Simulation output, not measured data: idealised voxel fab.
The following is a process module called voxel gate over fins.
Xsec cut, 265 nm wide, square cell size 5 nm.
This document writes a cross-section as a grid whose cells are square, and gives it as bands, listed from the top down; one or more rows of cells form a band. Look at the band entry: it leads with the top's height and the bottom's height in nm. Then it lists the materials left to right, with a width in nm for each. The word "everywhere" on a single material says that material fills the band edge to edge. The word "empty" is empty space. The reference from which all heights are counted is 0, the level beneath which the as-received wafer is entirely one material; the lowest band, having no lower bound, proceeds downward and is written after the example "z 0 and below". A two-number width, for instance "30->40", indicates that the width is equal to the first number in the top row of the band and to the second number in the bottom row, and that it changes by a constant amount per row of cells. "identical to before" for a step: no cell of the cross-section changed in that step. In the "Sealed void list" entry, you get each enclosed empty space of 8 cells or more, one with no open way to the top, written width x height at distance, distance from the left edge, in nm. Note: text after step settings on the step line = simulator remark on that step. Among the settings permitted on a step's line is "overlay nm"; applied to a step with a mask, it specifies the extent to which the mask lay to the right of its planned position, whereas a negative figure signifies a position to the left.
LISTED BELOW ARE THE PROCESS STEPS AS PLANNED
1. RECEIVE,material Si
2. CONFORMAL_DEP,material SiN,thk nm 10
3. MASKED_ETCH,tone cover,mask id FINS,width nm 15,pitch nm 60,etch materials SiN,depth nm 10,overlay nm 0
4. MASKED_ETCH,tone cover,mask id FINS,width nm 15,pitch nm 60,etch materials Si,depth nm 40,overlay nm 0
5. OXIDIZE,depth nm 5
6. FILL_DEP,material SiO2,thk nm 5
7. CMP,height nm 10
8. MASKED_ETCH,tone open,mask id RAIL,width nm 15,etch materials SiO2,depth nm 45,overlay nm 0
9. CONFORMAL_DEP,material TiN,thk nm 5
10. FILL_DEP,material Ru,thk nm 10
11. CMP,height nm 10
12. SELECTIVE_ETCH,etch materials W Ru TiN,depth nm 30
13. FILL_DEP,material SiO2,thk nm 5
14. CMP,height nm 10
15. SELECTIVE_ETCH,etch materials SiO2,depth nm 20
16. STRIP,etch materials SiN
17. CONFORMAL_DEP,material HfO2,thk nm 5
18. CONFORMAL_DEP,material TiN,thk nm 5
19. CONFORMAL_DEP,material TiAl,thk nm 5
20. CONFORMAL_DEP,material TiN,thk nm 5
21. FILL_DEP,material W,thk nm 10
22. CMP,height nm 25
23. CONFORMAL_DEP,material SiCN,thk nm 10
FIRST OF TWO WAFERS, WITH THE RUN CARRIED OUT AS PLANNED
SO THIS IS THE INCOMING WAFER IN CROSS-SECTION - IT'S ALREADY BEEN THROUGH STEP 1
	z 0 and below | Si everywhere
	Sealed void list: none
WAFER XSEC, POST STEP 2
	z 10 to 0 | SiN everywhere
	Beneath the level 0, the cross-section is identical to its previous state.
WAFER XSEC, POST STEP 3
	z 10 to 0 | 35 nm empty, 15 nm SiN, 45 nm empty, 15 nm SiN, 45 nm empty, 15 nm SiN, 45 nm empty, 15 nm SiN, 35 nm empty
	Beneath the level 0, the cross-section is identical to its previous state.
WAFER XSEC, POST STEP 4
	z 10 to 0 | 35 nm empty, 15 nm SiN, 45 nm empty, 15 nm SiN, 45 nm empty, 15 nm SiN, 45 nm empty, 15 nm SiN, 35 nm empty
	z 0 to -40 | 35 nm empty, 15 nm Si, 45 nm empty, 15 nm Si, 45 nm empty, 15 nm Si, 45 nm empty, 15 nm Si, 35 nm empty
	Beneath the level -40, the cross-section is identical to its previous state.
WAFER XSEC, POST STEP 5
	z 10 to 0 | 35 nm empty, 15 nm SiN, 45 nm empty, 15 nm SiN, 45 nm empty, 15 nm SiN, 45 nm empty, 15 nm SiN, 35 nm empty
	z 0 to -40 | 35 nm empty, 5 nm SiO2, 5 nm Si, 5 nm SiO2, 45 nm empty, 5 nm SiO2, 5 nm Si, 5 nm SiO2, 45 nm empty, 5 nm SiO2, 5 nm Si, 5 nm SiO2, 45 nm empty, 5 nm SiO2, 5 nm Si, 5 nm SiO2, 35 nm empty
	z -40 to -45 | 40 nm SiO2, 5 nm Si, 55 nm SiO2, 5 nm Si, 55 nm SiO2, 5 nm Si, 55 nm SiO2, 5 nm Si, 40 nm SiO2
	Beneath the level -45, the cross-section is identical to its previous state.
WAFER XSEC, POST STEP 6
	z 15 to 10 | SiO2 everywhere
	z 10 to 0 | 35 nm SiO2, 15 nm SiN, 45 nm SiO2, 15 nm SiN, 45 nm SiO2, 15 nm SiN, 45 nm SiO2, 15 nm SiN, 35 nm SiO2
	z 0 to -45 | 40 nm SiO2, 5 nm Si, 55 nm SiO2, 5 nm Si, 55 nm SiO2, 5 nm Si, 55 nm SiO2, 5 nm Si, 40 nm SiO2
	Beneath the level -45, the cross-section is identical to its previous state.
WAFER XSEC, POST STEP 7
	z 10 to 0 | 35 nm SiO2, 15 nm SiN, 45 nm SiO2, 15 nm SiN, 45 nm SiO2, 15 nm SiN, 45 nm SiO2, 15 nm SiN, 35 nm SiO2
	Beneath the level 0, the cross-section is identical to its previous state.
WAFER XSEC, POST STEP 8
	z 10 to 0 | 35 nm SiO2, 15 nm SiN, 15 nm SiO2, 15 nm empty, 15 nm SiO2, 15 nm SiN, 45 nm SiO2, 15 nm SiN, 45 nm SiO2, 15 nm SiN, 35 nm SiO2
	z 0 to -35 | 40 nm SiO2, 5 nm Si, 20 nm SiO2, 15 nm empty, 20 nm SiO2, 5 nm Si, 55 nm SiO2, 5 nm Si, 55 nm SiO2, 5 nm Si, 40 nm SiO2
	Beneath the level -35, the cross-section is identical to its previous state.
WAFER XSEC, POST STEP 9
	z 15 to 10 | 70 nm TiN, 5 nm empty, 190 nm TiN
	z 10 to 0 | 35 nm SiO2, 15 nm SiN, 15 nm SiO2, 5 nm TiN, 5 nm empty, 5 nm TiN, 15 nm SiO2, 15 nm SiN, 45 nm SiO2, 15 nm SiN, 45 nm SiO2, 15 nm SiN, 35 nm SiO2
	z 0 to -30 | 40 nm SiO2, 5 nm Si, 20 nm SiO2, 5 nm TiN, 5 nm empty, 5 nm TiN, 20 nm SiO2, 5 nm Si, 55 nm SiO2, 5 nm Si, 55 nm SiO2, 5 nm Si, 40 nm SiO2
	z -30 to -35 | 40 nm SiO2, 5 nm Si, 20 nm SiO2, 15 nm TiN, 20 nm SiO2, 5 nm Si, 55 nm SiO2, 5 nm Si, 55 nm SiO2, 5 nm Si, 40 nm SiO2
	Beneath the level -35, the cross-section is identical to its previous state.
WAFER XSEC, POST STEP 10
	z 25 to 15 | Ru everywhere
	z 15 to 10 | 70 nm TiN, 5 nm Ru, 190 nm TiN
	z 10 to 0 | 35 nm SiO2, 15 nm SiN, 15 nm SiO2, 5 nm TiN, 5 nm Ru, 5 nm TiN, 15 nm SiO2, 15 nm SiN, 45 nm SiO2, 15 nm SiN, 45 nm SiO2, 15 nm SiN, 35 nm SiO2
	z 0 to -30 | 40 nm SiO2, 5 nm Si, 20 nm SiO2, 5 nm TiN, 5 nm Ru, 5 nm TiN, 20 nm SiO2, 5 nm Si, 55 nm SiO2, 5 nm Si, 55 nm SiO2, 5 nm Si, 40 nm SiO2
	Beneath the level -30, the cross-section is identical to its previous state.
WAFER XSEC, POST STEP 11
	z 10 to 0 | 35 nm SiO2, 15 nm SiN, 15 nm SiO2, 5 nm TiN, 5 nm Ru, 5 nm TiN, 15 nm SiO2, 15 nm SiN, 45 nm SiO2, 15 nm SiN, 45 nm SiO2, 15 nm SiN, 35 nm SiO2
	Beneath the level 0, the cross-section is identical to its previous state.
WAFER XSEC, POST STEP 12
	z 10 to 0 | 35 nm SiO2, 15 nm SiN, 15 nm SiO2, 15 nm empty, 15 nm SiO2, 15 nm SiN, 45 nm SiO2, 15 nm SiN, 45 nm SiO2, 15 nm SiN, 35 nm SiO2
	z 0 to -20 | 40 nm SiO2, 5 nm Si, 20 nm SiO2, 15 nm empty, 20 nm SiO2, 5 nm Si, 55 nm SiO2, 5 nm Si, 55 nm SiO2, 5 nm Si, 40 nm SiO2
	Beneath the level -20, the cross-section is identical to its previous state.
WAFER XSEC, POST STEP 13
	z 15 to 10 | SiO2 everywhere
	z 10 to 0 | 35 nm SiO2, 15 nm SiN, 45 nm SiO2, 15 nm SiN, 45 nm SiO2, 15 nm SiN, 45 nm SiO2, 15 nm SiN, 35 nm SiO2
	z 0 to -20 | 40 nm SiO2, 5 nm Si, 55 nm SiO2, 5 nm Si, 55 nm SiO2, 5 nm Si, 55 nm SiO2, 5 nm Si, 40 nm SiO2
	Beneath the level -20, the cross-section is identical to its previous state.
WAFER XSEC, POST STEP 14
	z 10 to 0 | 35 nm SiO2, 15 nm SiN, 45 nm SiO2, 15 nm SiN, 45 nm SiO2, 15 nm SiN, 45 nm SiO2, 15 nm SiN, 35 nm SiO2
	Beneath the level 0, the cross-section is identical to its previous state.
WAFER XSEC, POST STEP 15
	z 10 to 0 | 35 nm empty, 15 nm SiN, 45 nm empty, 15 nm SiN, 45 nm empty, 15 nm SiN, 45 nm empty, 15 nm SiN, 35 nm empty
	z 0 to -10 | 40 nm empty, 5 nm Si, 55 nm empty, 5 nm Si, 55 nm empty, 5 nm Si, 55 nm empty, 5 nm Si, 40 nm empty
	Beneath the level -10, the cross-section is identical to its previous state.
WAFER XSEC, POST STEP 16
	z 0 to -10 | 40 nm empty, 5 nm Si, 55 nm empty, 5 nm Si, 55 nm empty, 5 nm Si, 55 nm empty, 5 nm Si, 40 nm empty
	Beneath the level -10, the cross-section is identical to its previous state.
WAFER XSEC, POST STEP 17
	z 5 to 0 | 35 nm empty, 15 nm HfO2, 45 nm empty, 15 nm HfO2, 45 nm empty, 15 nm HfO2, 45 nm empty, 15 nm HfO2, 35 nm empty
	z 0 to -5 | 35 nm empty, 5 nm HfO2, 5 nm Si, 5 nm HfO2, 45 nm empty, 5 nm HfO2, 5 nm Si, 5 nm HfO2, 45 nm empty, 5 nm HfO2, 5 nm Si, 5 nm HfO2, 45 nm empty, 5 nm HfO2, 5 nm Si, 5 nm HfO2, 35 nm empty
	z -5 to -10 | 40 nm HfO2, 5 nm Si, 55 nm HfO2, 5 nm Si, 55 nm HfO2, 5 nm Si, 55 nm HfO2, 5 nm Si, 40 nm HfO2
	Beneath the level -10, the cross-section is identical to its previous state.
WAFER XSEC, POST STEP 18
	z 10 to 5 | 30 nm empty, 25 nm TiN, 35 nm empty, 25 nm TiN, 35 nm empty, 25 nm TiN, 35 nm empty, 25 nm TiN, 30 nm empty
	z 5 to 0 | 30 nm empty, 5 nm TiN, 15 nm HfO2, 5 nm TiN, 35 nm empty, 5 nm TiN, 15 nm HfO2, 5 nm TiN, 35 nm empty, 5 nm TiN, 15 nm HfO2, 5 nm TiN, 35 nm empty, 5 nm TiN, 15 nm HfO2, 5 nm TiN, 30 nm empty
	z 0 to -5 | 35 nm TiN, 5 nm HfO2, 5 nm Si, 5 nm HfO2, 45 nm TiN, 5 nm HfO2, 5 nm Si, 5 nm HfO2, 45 nm TiN, 5 nm HfO2, 5 nm Si, 5 nm HfO2, 45 nm TiN, 5 nm HfO2, 5 nm Si, 5 nm HfO2, 35 nm TiN
	Beneath the level -5, the cross-section is identical to its previous state.
WAFER XSEC, POST STEP 19
	z 15 to 10 | 25 nm empty, 35 nm TiAl, 25 nm empty, 35 nm TiAl, 25 nm empty, 35 nm TiAl, 25 nm empty, 35 nm TiAl, 25 nm empty
	z 10 to 5 | 25 nm empty, 5 nm TiAl, 25 nm TiN, 5 nm TiAl, 25 nm empty, 5 nm TiAl, 25 nm TiN, 5 nm TiAl, 25 nm empty, 5 nm TiAl, 25 nm TiN, 5 nm TiAl, 25 nm empty, 5 nm TiAl, 25 nm TiN, 5 nm TiAl, 25 nm empty
	z 5 to 0 | 30 nm TiAl, 5 nm TiN, 15 nm HfO2, 5 nm TiN, 35 nm TiAl, 5 nm TiN, 15 nm HfO2, 5 nm TiN, 35 nm TiAl, 5 nm TiN, 15 nm HfO2, 5 nm TiN, 35 nm TiAl, 5 nm TiN, 15 nm HfO2, 5 nm TiN, 30 nm TiAl
	Beneath the level 0, the cross-section is identical to its previous state.
WAFER XSEC, POST STEP 20
	z 20 to 15 | 20 nm empty, 45 nm TiN, 15 nm empty, 45 nm TiN, 15 nm empty, 45 nm TiN, 15 nm empty, 45 nm TiN, 20 nm empty
	z 15 to 10 | 20 nm empty, 5 nm TiN, 35 nm TiAl, 5 nm TiN, 15 nm empty, 5 nm TiN, 35 nm TiAl, 5 nm TiN, 15 nm empty, 5 nm TiN, 35 nm TiAl, 5 nm TiN, 15 nm empty, 5 nm TiN, 35 nm TiAl, 5 nm TiN, 20 nm empty
	z 10 to 5 | 25 nm TiN, 5 nm TiAl, 25 nm TiN, 5 nm TiAl, 25 nm TiN, 5 nm TiAl, 25 nm TiN, 5 nm TiAl, 25 nm TiN, 5 nm TiAl, 25 nm TiN, 5 nm TiAl, 25 nm TiN, 5 nm TiAl, 25 nm TiN, 5 nm TiAl, 25 nm TiN
	Beneath the level 5, the cross-section is identical to its previous state.
WAFER XSEC, POST STEP 21
	z 30 to 20 | W everywhere
	z 20 to 15 | 20 nm W, 45 nm TiN, 15 nm W, 45 nm TiN, 15 nm W, 45 nm TiN, 15 nm W, 45 nm TiN, 20 nm W
	z 15 to 10 | 20 nm W, 5 nm TiN, 35 nm TiAl, 5 nm TiN, 15 nm W, 5 nm TiN, 35 nm TiAl, 5 nm TiN, 15 nm W, 5 nm TiN, 35 nm TiAl, 5 nm TiN, 15 nm W, 5 nm TiN, 35 nm TiAl, 5 nm TiN, 20 nm W
	Beneath the level 10, the cross-section is identical to its previous state.
WAFER XSEC, POST STEP 22
	z 25 to 20 | W everywhere
	Beneath the level 20, the cross-section is identical to its previous state.
WAFER XSEC, POST STEP 23
	z 35 to 25 | SiCN everywhere
	Beneath the level 25, the cross-section is identical to its previous state.
HERE THE SECOND WAFER IS DESCRIBED. ITS START AND ITS PLAN WERE THOSE OF THE FIRST WAFER. ITS RUN CONTAINED ONE MISTAKE. UP TO AND INCLUDING STEP 3, IT DID EXACTLY WHAT THE FIRST WAFER DID
SECOND WAFER, SECTIONED VIEW, AT STEP 4'S PLANNED END TIME
	z 10 to 0 | 35 nm empty, 15 nm SiN, 45 nm empty, 15 nm SiN, 45 nm empty, 15 nm SiN, 45 nm empty, 15 nm SiN, 35 nm empty
	z 0 to -40 | 30 nm empty, 25 nm Si, 35 nm empty, 25 nm Si, 35 nm empty, 25 nm Si, 35 nm empty, 25 nm Si, 30 nm empty
	Beneath the level -40, the cross-section is identical to its previous state.
SECOND WAFER, SECTIONED VIEW, AT STEP 5'S PLANNED END TIME
	z 10 to 0 | 35 nm empty, 15 nm SiN, 45 nm empty, 15 nm SiN, 45 nm empty, 15 nm SiN, 45 nm empty, 15 nm SiN, 35 nm empty
	z 0 to -5 | 30 nm empty, 10 nm SiO2, 5 nm Si, 10 nm SiO2, 35 nm empty, 10 nm SiO2, 5 nm Si, 10 nm SiO2, 35 nm empty, 10 nm SiO2, 5 nm Si, 10 nm SiO2, 35 nm empty, 10 nm SiO2, 5 nm Si, 10 nm SiO2, 30 nm empty
	z -5 to -40 | 30 nm empty, 5 nm SiO2, 15 nm Si, 5 nm SiO2, 35 nm empty, 5 nm SiO2, 15 nm Si, 5 nm SiO2, 35 nm empty, 5 nm SiO2, 15 nm Si, 5 nm SiO2, 35 nm empty, 5 nm SiO2, 15 nm Si, 5 nm SiO2, 30 nm empty
	z -40 to -45 | 35 nm SiO2, 15 nm Si, 45 nm SiO2, 15 nm Si, 45 nm SiO2, 15 nm Si, 45 nm SiO2, 15 nm Si, 35 nm SiO2
	Beneath the level -45, the cross-section is identical to its previous state.
SECOND WAFER, SECTIONED VIEW, AT STEP 6'S PLANNED END TIME
	z 15 to 10 | SiO2 everywhere
	z 10 to 0 | 35 nm SiO2, 15 nm SiN, 45 nm SiO2, 15 nm SiN, 45 nm SiO2, 15 nm SiN, 45 nm SiO2, 15 nm SiN, 35 nm SiO2
	z 0 to -5 | 40 nm SiO2, 5 nm Si, 55 nm SiO2, 5 nm Si, 55 nm SiO2, 5 nm Si, 55 nm SiO2, 5 nm Si, 40 nm SiO2
	z -5 to -45 | 35 nm SiO2, 15 nm Si, 45 nm SiO2, 15 nm Si, 45 nm SiO2, 15 nm Si, 45 nm SiO2, 15 nm Si, 35 nm SiO2
	Beneath the level -45, the cross-section is identical to its previous state.
SECOND WAFER, SECTIONED VIEW, AT STEP 7'S PLANNED END TIME
	z 10 to 0 | 35 nm SiO2, 15 nm SiN, 45 nm SiO2, 15 nm SiN, 45 nm SiO2, 15 nm SiN, 45 nm SiO2, 15 nm SiN, 35 nm SiO2
	Beneath the level 0, the cross-section is identical to its previous state.
SECOND WAFER, SECTIONED VIEW, AT STEP 8'S PLANNED END TIME
	z 10 to 0 | 35 nm SiO2, 15 nm SiN, 15 nm SiO2, 15 nm empty, 15 nm SiO2, 15 nm SiN, 45 nm SiO2, 15 nm SiN, 45 nm SiO2, 15 nm SiN, 35 nm SiO2
	z 0 to -5 | 40 nm SiO2, 5 nm Si, 20 nm SiO2, 15 nm empty, 20 nm SiO2, 5 nm Si, 55 nm SiO2, 5 nm Si, 55 nm SiO2, 5 nm Si, 40 nm SiO2
	z -5 to -35 | 35 nm SiO2, 15 nm Si, 15 nm SiO2, 15 nm empty, 15 nm SiO2, 15 nm Si, 45 nm SiO2, 15 nm Si, 45 nm SiO2, 15 nm Si, 35 nm SiO2
	Beneath the level -35, the cross-section is identical to its previous state.
SECOND WAFER, SECTIONED VIEW, AT STEP 9'S PLANNED END TIME
	z 15 to 10 | 70 nm TiN, 5 nm empty, 190 nm TiN
	z 10 to 0 | 35 nm SiO2, 15 nm SiN, 15 nm SiO2, 5 nm TiN, 5 nm empty, 5 nm TiN, 15 nm SiO2, 15 nm SiN, 45 nm SiO2, 15 nm SiN, 45 nm SiO2, 15 nm SiN, 35 nm SiO2
	z 0 to -5 | 40 nm SiO2, 5 nm Si, 20 nm SiO2, 5 nm TiN, 5 nm empty, 5 nm TiN, 20 nm SiO2, 5 nm Si, 55 nm SiO2, 5 nm Si, 55 nm SiO2, 5 nm Si, 40 nm SiO2
	z -5 to -30 | 35 nm SiO2, 15 nm Si, 15 nm SiO2, 5 nm TiN, 5 nm empty, 5 nm TiN, 15 nm SiO2, 15 nm Si, 45 nm SiO2, 15 nm Si, 45 nm SiO2, 15 nm Si, 35 nm SiO2
	z -30 to -35 | 35 nm SiO2, 15 nm Si, 15 nm SiO2, 15 nm TiN, 15 nm SiO2, 15 nm Si, 45 nm SiO2, 15 nm Si, 45 nm SiO2, 15 nm Si, 35 nm SiO2
	Beneath the level -35, the cross-section is identical to its previous state.
SECOND WAFER, SECTIONED VIEW, AT STEP 10'S PLANNED END TIME
	z 25 to 15 | Ru everywhere
	z 15 to 10 | 70 nm TiN, 5 nm Ru, 190 nm TiN
	z 10 to 0 | 35 nm SiO2, 15 nm SiN, 15 nm SiO2, 5 nm TiN, 5 nm Ru, 5 nm TiN, 15 nm SiO2, 15 nm SiN, 45 nm SiO2, 15 nm SiN, 45 nm SiO2, 15 nm SiN, 35 nm SiO2
	z 0 to -5 | 40 nm SiO2, 5 nm Si, 20 nm SiO2, 5 nm TiN, 5 nm Ru, 5 nm TiN, 20 nm SiO2, 5 nm Si, 55 nm SiO2, 5 nm Si, 55 nm SiO2, 5 nm Si, 40 nm SiO2
	z -5 to -30 | 35 nm SiO2, 15 nm Si, 15 nm SiO2, 5 nm TiN, 5 nm Ru, 5 nm TiN, 15 nm SiO2, 15 nm Si, 45 nm SiO2, 15 nm Si, 45 nm SiO2, 15 nm Si, 35 nm SiO2
	Beneath the level -30, the cross-section is identical to its previous state.
SECOND WAFER, SECTIONED VIEW, AT STEP 11'S PLANNED END TIME
	z 10 to 0 | 35 nm SiO2, 15 nm SiN, 15 nm SiO2, 5 nm TiN, 5 nm Ru, 5 nm TiN, 15 nm SiO2, 15 nm SiN, 45 nm SiO2, 15 nm SiN, 45 nm SiO2, 15 nm SiN, 35 nm SiO2
	Beneath the level 0, the cross-section is identical to its previous state.
SECOND WAFER, SECTIONED VIEW, AT STEP 12'S PLANNED END TIME
	z 10 to 0 | 35 nm SiO2, 15 nm SiN, 15 nm SiO2, 15 nm empty, 15 nm SiO2, 15 nm SiN, 45 nm SiO2, 15 nm SiN, 45 nm SiO2, 15 nm SiN, 35 nm SiO2
	z 0 to -5 | 40 nm SiO2, 5 nm Si, 20 nm SiO2, 15 nm empty, 20 nm SiO2, 5 nm Si, 55 nm SiO2, 5 nm Si, 55 nm SiO2, 5 nm Si, 40 nm SiO2
	z -5 to -20 | 35 nm SiO2, 15 nm Si, 15 nm SiO2, 15 nm empty, 15 nm SiO2, 15 nm Si, 45 nm SiO2, 15 nm Si, 45 nm SiO2, 15 nm Si, 35 nm SiO2
	Beneath the level -20, the cross-section is identical to its previous state.
SECOND WAFER, SECTIONED VIEW, AT STEP 13'S PLANNED END TIME
	z 15 to 10 | SiO2 everywhere
	z 10 to 0 | 35 nm SiO2, 15 nm SiN, 45 nm SiO2, 15 nm SiN, 45 nm SiO2, 15 nm SiN, 45 nm SiO2, 15 nm SiN, 35 nm SiO2
	z 0 to -5 | 40 nm SiO2, 5 nm Si, 55 nm SiO2, 5 nm Si, 55 nm SiO2, 5 nm Si, 55 nm SiO2, 5 nm Si, 40 nm SiO2
	z -5 to -20 | 35 nm SiO2, 15 nm Si, 45 nm SiO2, 15 nm Si, 45 nm SiO2, 15 nm Si, 45 nm SiO2, 15 nm Si, 35 nm SiO2
	Beneath the level -20, the cross-section is identical to its previous state.
SECOND WAFER, SECTIONED VIEW, AT STEP 14'S PLANNED END TIME
	z 10 to 0 | 35 nm SiO2, 15 nm SiN, 45 nm SiO2, 15 nm SiN, 45 nm SiO2, 15 nm SiN, 45 nm SiO2, 15 nm SiN, 35 nm SiO2
	Beneath the level 0, the cross-section is identical to its previous state.
SECOND WAFER, SECTIONED VIEW, AT STEP 15'S PLANNED END TIME
	z 10 to 0 | 35 nm empty, 15 nm SiN, 45 nm empty, 15 nm SiN, 45 nm empty, 15 nm SiN, 45 nm empty, 15 nm SiN, 35 nm empty
	z 0 to -10 | 40->35 nm empty, 5->15 nm Si, 55->45 nm empty, 5->15 nm Si, 55->45 nm empty, 5->15 nm Si, 55->45 nm empty, 5->15 nm Si, 40->35 nm empty
	Beneath the level -10, the cross-section is identical to its previous state.
SECOND WAFER, SECTIONED VIEW, AT STEP 16'S PLANNED END TIME
	z 0 to -10 | 40->35 nm empty, 5->15 nm Si, 55->45 nm empty, 5->15 nm Si, 55->45 nm empty, 5->15 nm Si, 55->45 nm empty, 5->15 nm Si, 40->35 nm empty
	Beneath the level -10, the cross-section is identical to its previous state.
SECOND WAFER, SECTIONED VIEW, AT STEP 17'S PLANNED END TIME
	z 5 to 0 | 35 nm empty, 15 nm HfO2, 45 nm empty, 15 nm HfO2, 45 nm empty, 15 nm HfO2, 45 nm empty, 15 nm HfO2, 35 nm empty
	z 0 to -5 | 30 nm empty, 10 nm HfO2, 5 nm Si, 10 nm HfO2, 35 nm empty, 10 nm HfO2, 5 nm Si, 10 nm HfO2, 35 nm empty, 10 nm HfO2, 5 nm Si, 10 nm HfO2, 35 nm empty, 10 nm HfO2, 5 nm Si, 10 nm HfO2, 30 nm empty
	z -5 to -10 | 35 nm HfO2, 15 nm Si, 45 nm HfO2, 15 nm Si, 45 nm HfO2, 15 nm Si, 45 nm HfO2, 15 nm Si, 35 nm HfO2
	Beneath the level -10, the cross-section is identical to its previous state.
SECOND WAFER, SECTIONED VIEW, AT STEP 18'S PLANNED END TIME
	z 10 to 5 | 30 nm empty, 25 nm TiN, 35 nm empty, 25 nm TiN, 35 nm empty, 25 nm TiN, 35 nm empty, 25 nm TiN, 30 nm empty
	z 5 to 0 | 25 nm empty, 10 nm TiN, 15 nm HfO2, 10 nm TiN, 25 nm empty, 10 nm TiN, 15 nm HfO2, 10 nm TiN, 25 nm empty, 10 nm TiN, 15 nm HfO2, 10 nm TiN, 25 nm empty, 10 nm TiN, 15 nm HfO2, 10 nm TiN, 25 nm empty
	z 0 to -5 | 30 nm TiN, 10 nm HfO2, 5 nm Si, 10 nm HfO2, 35 nm TiN, 10 nm HfO2, 5 nm Si, 10 nm HfO2, 35 nm TiN, 10 nm HfO2, 5 nm Si, 10 nm HfO2, 35 nm TiN, 10 nm HfO2, 5 nm Si, 10 nm HfO2, 30 nm TiN
	Beneath the level -5, the cross-section is identical to its previous state.
SECOND WAFER, SECTIONED VIEW, AT STEP 19'S PLANNED END TIME
	z 15 to 10 | 25 nm empty, 35 nm TiAl, 25 nm empty, 35 nm TiAl, 25 nm empty, 35 nm TiAl, 25 nm empty, 35 nm TiAl, 25 nm empty
	z 10 to 5 | 20 nm empty, 10 nm TiAl, 25 nm TiN, 10 nm TiAl, 15 nm empty, 10 nm TiAl, 25 nm TiN, 10 nm TiAl, 15 nm empty, 10 nm TiAl, 25 nm TiN, 10 nm TiAl, 15 nm empty, 10 nm TiAl, 25 nm TiN, 10 nm TiAl, 20 nm empty
	z 5 to 0 | 25 nm TiAl, 10 nm TiN, 15 nm HfO2, 10 nm TiN, 25 nm TiAl, 10 nm TiN, 15 nm HfO2, 10 nm TiN, 25 nm TiAl, 10 nm TiN, 15 nm HfO2, 10 nm TiN, 25 nm TiAl, 10 nm TiN, 15 nm HfO2, 10 nm TiN, 25 nm TiAl
	Beneath the level 0, the cross-section is identical to its previous state.
SECOND WAFER, SECTIONED VIEW, AT STEP 20'S PLANNED END TIME
	z 20 to 15 | 20 nm empty, 45 nm TiN, 15 nm empty, 45 nm TiN, 15 nm empty, 45 nm TiN, 15 nm empty, 45 nm TiN, 20 nm empty
	z 15 to 10 | 15 nm empty, 10 nm TiN, 35 nm TiAl, 10 nm TiN, 5 nm empty, 10 nm TiN, 35 nm TiAl, 10 nm TiN, 5 nm empty, 10 nm TiN, 35 nm TiAl, 10 nm TiN, 5 nm empty, 10 nm TiN, 35 nm TiAl, 10 nm TiN, 15 nm empty
	z 10 to 5 | 20 nm TiN, 10 nm TiAl, 25 nm TiN, 10 nm TiAl, 15 nm TiN, 10 nm TiAl, 25 nm TiN, 10 nm TiAl, 15 nm TiN, 10 nm TiAl, 25 nm TiN, 10 nm TiAl, 15 nm TiN, 10 nm TiAl, 25 nm TiN, 10 nm TiAl, 20 nm TiN
	Beneath the level 5, the cross-section is identical to its previous state.
SECOND WAFER, SECTIONED VIEW, AT STEP 21'S PLANNED END TIME
	z 30 to 20 | W everywhere
	z 20 to 15 | 20 nm W, 45 nm TiN, 15 nm W, 45 nm TiN, 15 nm W, 45 nm TiN, 15 nm W, 45 nm TiN, 20 nm W
	z 15 to 10 | 15 nm W, 10 nm TiN, 35 nm TiAl, 10 nm TiN, 5 nm W, 10 nm TiN, 35 nm TiAl, 10 nm TiN, 5 nm W, 10 nm TiN, 35 nm TiAl, 10 nm TiN, 5 nm W, 10 nm TiN, 35 nm TiAl, 10 nm TiN, 15 nm W
	Beneath the level 10, the cross-section is identical to its previous state.
SECOND WAFER, SECTIONED VIEW, AT STEP 22'S PLANNED END TIME
	z 25 to 20 | W everywhere
	Beneath the level 20, the cross-section is identical to its previous state.
SECOND WAFER, SECTIONED VIEW, AT STEP 23'S PLANNED END TIME
	z 35 to 25 | SiCN everywhere
	Beneath the level 25, the cross-section is identical to its previous state.
Finding, execution versus plan: off-plan run, step 4, actual operation and settings MASKED_ETCH,tone cover,mask id FINS,width nm 25,pitch nm 60,etch materials Si,depth nm 40,overlay nm 0
The second wafer ends with more or fewer cells of some materials than the first, per final count: Si +64, SiO2 -56, W -8
